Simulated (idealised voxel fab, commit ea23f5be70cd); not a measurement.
A process module follows: voxel self aligned vias.
Square cells of 5 nm make up the cross-section cut, whose width is 235 nm.
Cross-section, as written here: a square-cell grid given band by band from the top down, where a band holds one or more rows of cells.
Look at the band entry: it leads with the top's height and the bottom's height in nm. Then it lists the materials left to right, with a width in nm for each. The word "everywhere" on a single material says that material fills the band edge to edge. The word "air" is empty space.
Measure heights from 0. That's the level where, below it, the as-received wafer is all one material. The lowest band is bottomless and extends downward; write it as in "0 -> down".
A width given as "30->40" starts at the first number in the band's top row and ends at the second number in its bottom row, shifting by an equal amount at every step from row to row.
Reading "nothing different" for a step: not a cell of the cross-section changed in it.
The entry "Voids lacking openings" lists the empty spaces that cover at least 8 cells and have no open path to the top. Each is written as width x height at distance, where the distance is measured from the left edge and all three values are in nm.
Note: text after step settings on the step line = simulator remark on that step.
overlay nm: where the mask lay relative to plan, measured to the right, on steps with a mask; negatives go left.

HERE'S WHAT THE PLANNED PROCESS STEPS LOOK LIKE
| 1 | RECEIVE,material Si |
| 2 | CONFORMAL_DEP,material SiO2,thk nm 10 |
| 3 | CONFORMAL_DEP,material SiCN,thk nm 5 |
| 4 | DIRECTIONAL_DEP,material SiO2,thk nm 30 |
| 5 | MASKED_ETCH,tone open,mask id LINES,width nm 25,pitch nm 70,etch materials SiO2,depth nm 30,overlay nm 0 |
| 6 | CONFORMAL_DEP,material TiN,thk nm 5 |
| 7 | FILL_DEP,material Ru,thk nm 5 |
| 8 | CMP,height nm 45 |
| 9 | SELECTIVE_ETCH,etch materials W Ru TiN,depth nm 10 |
| 10 | FILL_DEP,material SiN,thk nm 10 |
| 11 | CMP,height nm 45 |
| 12 | DIRECTIONAL_DEP,material SiO2,thk nm 15 |
| 13 | DIRECTIONAL_DEP,material aC,thk nm 10 |
| 14 | PATTERN,tone open,mask id VIAS,material resist,width nm 45,pitch nm 70,thk nm 30,overlay nm 0 |
| 15 | DIRECTIONAL_ETCH,etch materials aC,depth nm 10 |
| 16 | STRIP,etch materials resist |
| 17 | DIRECTIONAL_ETCH,etch materials SiO2,depth nm 15 |
| 18 | DIRECTIONAL_ETCH,etch materials SiN,depth nm 10 |
| 19 | STRIP,etch materials aC |
| 20 | CONFORMAL_DEP,material TiN,thk nm 5 |
| 21 | FILL_DEP,material W,thk nm 10 |
| 22 | CMP,height nm 60 |
| 23 | CONFORMAL_DEP,material SiN,thk nm 5 |

RUN AS PLANNED: FIRST OF TWO WAFERS

HERE'S WHAT THE WAFER LOOKED LIKE IN CROSS-SECTION WHEN IT ARRIVED - THAT'S AFTER STEP 1
- 0 -> down: Si everywhere
- Voids lacking openings: none

WAFER SECTION VIEW AFTER PROCESSING STEP 2
- 10 -> 0: SiO2 everywhere
- Under the height 0 nothing was changed.

WAFER SECTION VIEW AFTER PROCESSING STEP 3
- 15 -> 10: SiCN everywhere
- Under the height 10 nothing was changed.

WAFER SECTION VIEW AFTER PROCESSING STEP 4
- 45 -> 15: SiO2 everywhere
- Under the height 15 nothing was changed.

WAFER SECTION VIEW AFTER PROCESSING STEP 5
- 45 -> 15: SiO2: 70; air: 25; SiO2: 45; air: 25; SiO2: 70
- Under the height 15 nothing was changed.

WAFER SECTION VIEW AFTER PROCESSING STEP 6
- 50 -> 45: TiN: 75; air: 15; TiN: 55; air: 15; TiN: 75
- 45 -> 20: SiO2: 70; TiN: 5; air: 15; TiN: 5; SiO2: 45; TiN: 5; air: 15; TiN: 5; SiO2: 70
- 20 -> 15: SiO2: 70; TiN: 25; SiO2: 45; TiN: 25; SiO2: 70
- Under the height 15 nothing was changed.

WAFER SECTION VIEW AFTER PROCESSING STEP 7
- 55 -> 50: Ru everywhere
- 50 -> 45: TiN: 75; Ru: 15; TiN: 55; Ru: 15; TiN: 75
- 45 -> 20: SiO2: 70; TiN: 5; Ru: 15; TiN: 5; SiO2: 45; TiN: 5; Ru: 15; TiN: 5; SiO2: 70
- Under the height 20 nothing was changed.

WAFER SECTION VIEW AFTER PROCESSING STEP 8
- 45 -> 20: SiO2: 70; TiN: 5; Ru: 15; TiN: 5; SiO2: 45; TiN: 5; Ru: 15; TiN: 5; SiO2: 70
- Under the height 20 nothing was changed.

WAFER SECTION VIEW AFTER PROCESSING STEP 9
- 45 -> 35: SiO2: 70; air: 25; SiO2: 45; air: 25; SiO2: 70
- Under the height 35 nothing was changed.

WAFER SECTION VIEW AFTER PROCESSING STEP 10
- 55 -> 45: SiN everywhere
- 45 -> 35: SiO2: 70; SiN: 25; SiO2: 45; SiN: 25; SiO2: 70
- Under the height 35 nothing was changed.

WAFER SECTION VIEW AFTER PROCESSING STEP 11
- 45 -> 35: SiO2: 70; SiN: 25; SiO2: 45; SiN: 25; SiO2: 70
- Under the height 35 nothing was changed.

WAFER SECTION VIEW AFTER PROCESSING STEP 12
- 60 -> 45: SiO2 everywhere
- Under the height 45 nothing was changed.

WAFER SECTION VIEW AFTER PROCESSING STEP 13
- 70 -> 60: aC everywhere
- Under the height 60 nothing was changed.

WAFER SECTION VIEW AFTER PROCESSING STEP 14
- 100 -> 70: resist: 60; air: 45; resist: 25; air: 45; resist: 60
- Under the height 70 nothing was changed.

WAFER SECTION VIEW AFTER PROCESSING STEP 15
- 90 -> 70: resist: 60; air: 45; resist: 25; air: 45; resist: 60
- 70 -> 60: aC: 60; air: 45; aC: 25; air: 45; aC: 60
- Under the height 60 nothing was changed.

WAFER SECTION VIEW AFTER PROCESSING STEP 16
- 70 -> 60: aC: 60; air: 45; aC: 25; air: 45; aC: 60
- Under the height 60 nothing was changed.

WAFER SECTION VIEW AFTER PROCESSING STEP 17
- 70 -> 60: aC: 60; air: 45; aC: 25; air: 45; aC: 60
- 60 -> 45: SiO2: 60; air: 45; SiO2: 25; air: 45; SiO2: 60
- Under the height 45 nothing was changed.

WAFER SECTION VIEW AFTER PROCESSING STEP 18
- 70 -> 60: aC: 60; air: 45; aC: 25; air: 45; aC: 60
- 60 -> 45: SiO2: 60; air: 45; SiO2: 25; air: 45; SiO2: 60
- 45 -> 35: SiO2: 70; air: 25; SiO2: 45; air: 25; SiO2: 70
- Under the height 35 nothing was changed.

WAFER SECTION VIEW AFTER PROCESSING STEP 19
- 60 -> 45: SiO2: 60; air: 45; SiO2: 25; air: 45; SiO2: 60
- Under the height 45 nothing was changed.

WAFER SECTION VIEW AFTER PROCESSING STEP 20
- 65 -> 60: TiN: 65; air: 35; TiN: 35; air: 35; TiN: 65
- 60 -> 50: SiO2: 60; TiN: 5; air: 35; TiN: 5; SiO2: 25; TiN: 5; air: 35; TiN: 5; SiO2: 60
- 50 -> 40: SiO2: 60->70; TiN: 15->5; air: 15; TiN: 15->5; SiO2: 25->45; TiN: 15->5; air: 15; TiN: 15->5; SiO2: 60->70
- 40 -> 35: SiO2: 70; TiN: 25; SiO2: 45; TiN: 25; SiO2: 70
- Under the height 35 nothing was changed.

WAFER SECTION VIEW AFTER PROCESSING STEP 21
- 75 -> 65: W everywhere
- 65 -> 60: TiN: 65; W: 35; TiN: 35; W: 35; TiN: 65
- 60 -> 50: SiO2: 60; TiN: 5; W: 35; TiN: 5; SiO2: 25; TiN: 5; W: 35; TiN: 5; SiO2: 60
- 50 -> 40: SiO2: 60->70; TiN: 15->5; W: 15; TiN: 15->5; SiO2: 25->45; TiN: 15->5; W: 15; TiN: 15->5; SiO2: 60->70
- Under the height 40 nothing was changed.

WAFER SECTION VIEW AFTER PROCESSING STEP 22
- 60 -> 50: SiO2: 60; TiN: 5; W: 35; TiN: 5; SiO2: 25; TiN: 5; W: 35; TiN: 5; SiO2: 60
- Under the height 50 nothing was changed.

WAFER SECTION VIEW AFTER PROCESSING STEP 23
- 65 -> 60: SiN everywhere
- Under the height 60 nothing was changed.

HERE THE SECOND WAFER IS DESCRIBED. ITS START AND ITS PLAN WERE THOSE OF THE FIRST WAFER. ITS RUN CONTAINED ONE MISTAKE. UP TO AND INCLUDING STEP 2, IT DID EXACTLY WHAT THE FIRST WAFER DID

CROSS-SECTION OF THE SECOND WAFER AT THE TIME STEP 3 OF THE PLAN SHOULD HAVE ENDED
- 40 -> 0: SiO2 everywhere
- Under the height 0 nothing was changed.

CROSS-SECTION OF THE SECOND WAFER AT THE TIME STEP 4 OF THE PLAN SHOULD HAVE ENDED
- 45 -> 40: SiCN everywhere
- Under the height 40 nothing was changed.

Cross-section of the second wafer at the time step 5 of the plan should have ended: nothing different

CROSS-SECTION OF THE SECOND WAFER AT THE TIME STEP 6 OF THE PLAN SHOULD HAVE ENDED
- 50 -> 45: TiN everywhere
- Under the height 45 nothing was changed.

CROSS-SECTION OF THE SECOND WAFER AT THE TIME STEP 7 OF THE PLAN SHOULD HAVE ENDED
- 55 -> 50: Ru everywhere
- Under the height 50 nothing was changed.

CROSS-SECTION OF THE SECOND WAFER AT THE TIME STEP 8 OF THE PLAN SHOULD HAVE ENDED
- 45 -> 40: SiCN everywhere
- Under the height 40 nothing was changed.

Cross-section of the second wafer at the time step 9 of the plan should have ended: nothing different

CROSS-SECTION OF THE SECOND WAFER AT THE TIME STEP 10 OF THE PLAN SHOULD HAVE ENDED
- 55 -> 45: SiN everywhere
- Under the height 45 nothing was changed.

CROSS-SECTION OF THE SECOND WAFER AT THE TIME STEP 11 OF THE PLAN SHOULD HAVE ENDED
- 45 -> 40: SiCN everywhere
- Under the height 40 nothing was changed.

CROSS-SECTION OF THE SECOND WAFER AT THE TIME STEP 12 OF THE PLAN SHOULD HAVE ENDED
- 60 -> 45: SiO2 everywhere
- Under the height 45 nothing was changed.

CROSS-SECTION OF THE SECOND WAFER AT THE TIME STEP 13 OF THE PLAN SHOULD HAVE ENDED
- 70 -> 60: aC everywhere
- Under the height 60 nothing was changed.

CROSS-SECTION OF THE SECOND WAFER AT THE TIME STEP 14 OF THE PLAN SHOULD HAVE ENDED
- 100 -> 70: resist: 60; air: 45; resist: 25; air: 45; resist: 60
- Under the height 70 nothing was changed.

CROSS-SECTION OF THE SECOND WAFER AT THE TIME STEP 15 OF THE PLAN SHOULD HAVE ENDED
- 90 -> 70: resist: 60; air: 45; resist: 25; air: 45; resist: 60
- 70 -> 60: aC: 60; air: 45; aC: 25; air: 45; aC: 60
- Under the height 60 nothing was changed.

CROSS-SECTION OF THE SECOND WAFER AT THE TIME STEP 16 OF THE PLAN SHOULD HAVE ENDED
- 70 -> 60: aC: 60; air: 45; aC: 25; air: 45; aC: 60
- Under the height 60 nothing was changed.

CROSS-SECTION OF THE SECOND WAFER AT THE TIME STEP 17 OF THE PLAN SHOULD HAVE ENDED
- 70 -> 60: aC: 60; air: 45; aC: 25; air: 45; aC: 60
- 60 -> 45: SiO2: 60; air: 45; SiO2: 25; air: 45; SiO2: 60
- Under the height 45 nothing was changed.

Cross-section of the second wafer at the time step 18 of the plan should have ended: nothing different

CROSS-SECTION OF THE SECOND WAFER AT THE TIME STEP 19 OF THE PLAN SHOULD HAVE ENDED
- 60 -> 45: SiO2: 60; air: 45; SiO2: 25; air: 45; SiO2: 60
- Under the height 45 nothing was changed.

CROSS-SECTION OF THE SECOND WAFER AT THE TIME STEP 20 OF THE PLAN SHOULD HAVE ENDED
- 65 -> 60: TiN: 65; air: 35; TiN: 35; air: 35; TiN: 65
- 60 -> 50: SiO2: 60; TiN: 5; air: 35; TiN: 5; SiO2: 25; TiN: 5; air: 35; TiN: 5; SiO2: 60
- 50 -> 45: SiO2: 60; TiN: 45; SiO2: 25; TiN: 45; SiO2: 60
- Under the height 45 nothing was changed.

CROSS-SECTION OF THE SECOND WAFER AT THE TIME STEP 21 OF THE PLAN SHOULD HAVE ENDED
- 75 -> 65: W everywhere
- 65 -> 60: TiN: 65; W: 35; TiN: 35; W: 35; TiN: 65
- 60 -> 50: SiO2: 60; TiN: 5; W: 35; TiN: 5; SiO2: 25; TiN: 5; W: 35; TiN: 5; SiO2: 60
- Under the height 50 nothing was changed.

CROSS-SECTION OF THE SECOND WAFER AT THE TIME STEP 22 OF THE PLAN SHOULD HAVE ENDED
- 60 -> 50: SiO2: 60; TiN: 5; W: 35; TiN: 5; SiO2: 25; TiN: 5; W: 35; TiN: 5; SiO2: 60
- Under the height 50 nothing was changed.

CROSS-SECTION OF THE SECOND WAFER AT THE TIME STEP 23 OF THE PLAN SHOULD HAVE ENDED
- 65 -> 60: SiN everywhere
- Under the height 60 nothing was changed.
Run error: swap of plan steps 3 and 4 during execution
End of process, cell counts, second wafer against first, materials with more or fewer: 18 fewer of Ru, 60 more of SiO2, 30 fewer of TiN, 12 fewer of W
